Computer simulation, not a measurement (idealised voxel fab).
This is a process module. Its name is voxel gate over fins.
FYI the section here is cut, 240 nm wide, cells are 5 nm squares.
This document writes a cross-section as a grid whose cells are square, and gives it as bands, listed from the top down; one or more rows of cells form a band. Per band: top height and bottom height in nm, followed by the left-to-right materials and their widths in nm; "edge to edge" marks a single material spanning edge to edge, "air" marks empty space. Height datum 0, below which the as-received substrate wafer is one material. Lowest band open at the bottom, running downward: "z 0 and below". A two-number width, for instance "30 to 40", indicates that the width is equal to the first number in the top row of the band and to the second number in the bottom row, and that it changes by a constant amount per row of cells. The cross-section has no changed cell in any step marked "everything unchanged". "Unvented voids": empty spaces of 8 cells or more with no open way to the top, each given as width x height at distance, distance from the left edge, all in nm. It should be noted that, on the line of a given step, the content following the step's settings is a remark produced by the simulator itself with respect to that step. The setting "overlay nm" may be written on the line of a step. When the step uses a mask, the value reports how far to the right of the planned place the mask lay, and a negative value reports that it lay to the left.

-- This section lists the process steps that were planned
step 1: RECEIVE [material Si]
step 2: CONFORMAL_DEP [material SiN] [thk nm 5]
step 3: DIRECTIONAL_DEP [material aC] [thk nm 10]
step 4: PATTERN [tone cover] [mask id FINS] [material resist] [width nm 15] [pitch nm 35] [thk nm 30] [overlay nm 0]
step 5: DIRECTIONAL_ETCH [etch materials aC] [depth nm 10]
step 6: STRIP [etch materials resist]
step 7: DIRECTIONAL_ETCH [etch materials SiN] [depth nm 5]
step 8: DIRECTIONAL_ETCH [etch materials Si] [depth nm 35]
step 9: STRIP [etch materials aC]
step 10: FILL_DEP [material SiO2] [thk nm 10]
step 11: CMP [height nm 5]
step 12: SELECTIVE_ETCH [etch materials SiO2] [depth nm 20]
step 13: STRIP [etch materials SiN]
step 14: CONFORMAL_DEP [material HfO2] [thk nm 5]
step 15: CONFORMAL_DEP [material TiN] [thk nm 5]
step 16: FILL_DEP [material W] [thk nm 10]
step 17: CMP [height nm 15]
step 18: CONFORMAL_DEP [material SiCN] [thk nm 5]

-- So, the first of our two wafers, run just as we planned it

-- Wafer at receipt (post step 1), cross-section
    z 0 and below  Si edge to edge
    Unvented voids: none

-- The following cross-section depicts the wafer upon completion of step 2
    z 5 to 0  SiN edge to edge
    Rest of section, below 0: as before.

-- The following cross-section depicts the wafer upon completion of step 3
    z 15 to 5  aC edge to edge
    Rest of section, below 5: as before.

-- The following cross-section depicts the wafer upon completion of step 4
    z 45 to 15  60 nm air, then 15 nm resist, then 20 nm air, then 15 nm resist, then 20 nm air, then 15 nm resist, then 20 nm air, then 15 nm resist, then 60 nm air
    Rest of section, below 15: as before.

-- The following cross-section depicts the wafer upon completion of step 5
    z 35 to 15  60 nm air, then 15 nm resist, then 20 nm air, then 15 nm resist, then 20 nm air, then 15 nm resist, then 20 nm air, then 15 nm resist, then 60 nm air
    z 15 to 5  60 nm air, then 15 nm aC, then 20 nm air, then 15 nm aC, then 20 nm air, then 15 nm aC, then 20 nm air, then 15 nm aC, then 60 nm air
    Rest of section, below 5: as before.

-- The following cross-section depicts the wafer upon completion of step 6
    z 15 to 5  60 nm air, then 15 nm aC, then 20 nm air, then 15 nm aC, then 20 nm air, then 15 nm aC, then 20 nm air, then 15 nm aC, then 60 nm air
    Rest of section, below 5: as before.

-- The following cross-section depicts the wafer upon completion of step 7
    z 15 to 5  60 nm air, then 15 nm aC, then 20 nm air, then 15 nm aC, then 20 nm air, then 15 nm aC, then 20 nm air, then 15 nm aC, then 60 nm air
    z 5 to 0  60 nm air, then 15 nm SiN, then 20 nm air, then 15 nm SiN, then 20 nm air, then 15 nm SiN, then 20 nm air, then 15 nm SiN, then 60 nm air
    Rest of section, below 0: as before.

-- The following cross-section depicts the wafer upon completion of step 8
    z 15 to 5  60 nm air, then 15 nm aC, then 20 nm air, then 15 nm aC, then 20 nm air, then 15 nm aC, then 20 nm air, then 15 nm aC, then 60 nm air
    z 5 to 0  60 nm air, then 15 nm SiN, then 20 nm air, then 15 nm SiN, then 20 nm air, then 15 nm SiN, then 20 nm air, then 15 nm SiN, then 60 nm air
    z 0 to -35  60 nm air, then 15 nm Si, then 20 nm air, then 15 nm Si, then 20 nm air, then 15 nm Si, then 20 nm air, then 15 nm Si, then 60 nm air
    Rest of section, below -35: as before.

-- The following cross-section depicts the wafer upon completion of step 9
    z 5 to 0  60 nm air, then 15 nm SiN, then 20 nm air, then 15 nm SiN, then 20 nm air, then 15 nm SiN, then 20 nm air, then 15 nm SiN, then 60 nm air
    Rest of section, below 0: as before.

-- The following cross-section depicts the wafer upon completion of step 10
    z 15 to 5  SiO2 edge to edge
    z 5 to 0  60 nm SiO2, then 15 nm SiN, then 20 nm SiO2, then 15 nm SiN, then 20 nm SiO2, then 15 nm SiN, then 20 nm SiO2, then 15 nm SiN, then 60 nm SiO2
    z 0 to -35  60 nm SiO2, then 15 nm Si, then 20 nm SiO2, then 15 nm Si, then 20 nm SiO2, then 15 nm Si, then 20 nm SiO2, then 15 nm Si, then 60 nm SiO2
    Rest of section, below -35: as before.

-- The following cross-section depicts the wafer upon completion of step 11
    z 5 to 0  60 nm SiO2, then 15 nm SiN, then 20 nm SiO2, then 15 nm SiN, then 20 nm SiO2, then 15 nm SiN, then 20 nm SiO2, then 15 nm SiN, then 60 nm SiO2
    Rest of section, below 0: as before.

-- The following cross-section depicts the wafer upon completion of step 12
    z 5 to 0  60 nm air, then 15 nm SiN, then 20 nm air, then 15 nm SiN, then 20 nm air, then 15 nm SiN, then 20 nm air, then 15 nm SiN, then 60 nm air
    z 0 to -15  60 nm air, then 15 nm Si, then 20 nm air, then 15 nm Si, then 20 nm air, then 15 nm Si, then 20 nm air, then 15 nm Si, then 60 nm air
    Rest of section, below -15: as before.

-- The following cross-section depicts the wafer upon completion of step 13
    z 0 to -15  60 nm air, then 15 nm Si, then 20 nm air, then 15 nm Si, then 20 nm air, then 15 nm Si, then 20 nm air, then 15 nm Si, then 60 nm air
    Rest of section, below -15: as before.

-- The following cross-section depicts the wafer upon completion of step 14
    z 5 to 0  55 nm air, then 25 nm HfO2, then 10 nm air, then 25 nm HfO2, then 10 nm air, then 25 nm HfO2, then 10 nm air, then 25 nm HfO2, then 55 nm air
    z 0 to -10  55 nm air, then 5 nm HfO2, then 15 nm Si, then 5 nm HfO2, then 10 nm air, then 5 nm HfO2, then 15 nm Si, then 5 nm HfO2, then 10 nm air, then 5 nm HfO2, then 15 nm Si, then 5 nm HfO2, then 10 nm air, then 5 nm HfO2, then 15 nm Si, then 5 nm HfO2, then 55 nm air
    z -10 to -15  60 nm HfO2, then 15 nm Si, then 20 nm HfO2, then 15 nm Si, then 20 nm HfO2, then 15 nm Si, then 20 nm HfO2, then 15 nm Si, then 60 nm HfO2
    Rest of section, below -15: as before.

-- The following cross-section depicts the wafer upon completion of step 15
    z 10 to 5  50 nm air, then 140 nm TiN, then 50 nm air
    z 5 to 0  50 nm air, then 5 nm TiN, then 25 nm HfO2, then 10 nm TiN, then 25 nm HfO2, then 10 nm TiN, then 25 nm HfO2, then 10 nm TiN, then 25 nm HfO2, then 5 nm TiN, then 50 nm air
    z 0 to -5  50 nm air, then 5 nm TiN, then 5 nm HfO2, then 15 nm Si, then 5 nm HfO2, then 10 nm TiN, then 5 nm HfO2, then 15 nm Si, then 5 nm HfO2, then 10 nm TiN, then 5 nm HfO2, then 15 nm Si, then 5 nm HfO2, then 10 nm TiN, then 5 nm HfO2, then 15 nm Si, then 5 nm HfO2, then 5 nm TiN, then 50 nm air
    z -5 to -10  55 nm TiN, then 5 nm HfO2, then 15 nm Si, then 5 nm HfO2, then 10 nm TiN, then 5 nm HfO2, then 15 nm Si, then 5 nm HfO2, then 10 nm TiN, then 5 nm HfO2, then 15 nm Si, then 5 nm HfO2, then 10 nm TiN, then 5 nm HfO2, then 15 nm Si, then 5 nm HfO2, then 55 nm TiN
    Rest of section, below -10: as before.

-- The following cross-section depicts the wafer upon completion of step 16
    z 20 to 10  W edge to edge
    z 10 to 5  50 nm W, then 140 nm TiN, then 50 nm W
    z 5 to 0  50 nm W, then 5 nm TiN, then 25 nm HfO2, then 10 nm TiN, then 25 nm HfO2, then 10 nm TiN, then 25 nm HfO2, then 10 nm TiN, then 25 nm HfO2, then 5 nm TiN, then 50 nm W
    z 0 to -5  50 nm W, then 5 nm TiN, then 5 nm HfO2, then 15 nm Si, then 5 nm HfO2, then 10 nm TiN, then 5 nm HfO2, then 15 nm Si, then 5 nm HfO2, then 10 nm TiN, then 5 nm HfO2, then 15 nm Si, then 5 nm HfO2, then 10 nm TiN, then 5 nm HfO2, then 15 nm Si, then 5 nm HfO2, then 5 nm TiN, then 50 nm W
    Rest of section, below -5: as before.

-- The following cross-section depicts the wafer upon completion of step 17
    z 15 to 10  W edge to edge
    Rest of section, below 10: as before.

-- The following cross-section depicts the wafer upon completion of step 18
    z 20 to 15  SiCN edge to edge
    Rest of section, below 15: as before.

-- Notes, second wafer: start = first wafer's, plan = first wafer's, execution had one mistake; history identical to first through step 16

-- Look at the second wafer in cross-section at the time step 17 ought to have finished
    z 5 to 0  50 nm W, then 5 nm TiN, then 25 nm HfO2, then 10 nm TiN, then 25 nm HfO2, then 10 nm TiN, then 25 nm HfO2, then 10 nm TiN, then 25 nm HfO2, then 5 nm TiN, then 50 nm W
    Rest of section, below 0: as before.

-- Look at the second wafer in cross-section at the time step 18 ought to have finished
    z 10 to 5  SiCN edge to edge
    Rest of section, below 5: as before.
Diagnosis: step 17 ran differently from the plan; actual operation with settings: CMP [height nm 5]
Per the end-of-run cell counts, the second wafer holds more or fewer of some materials than the first: TiN -28; W -68
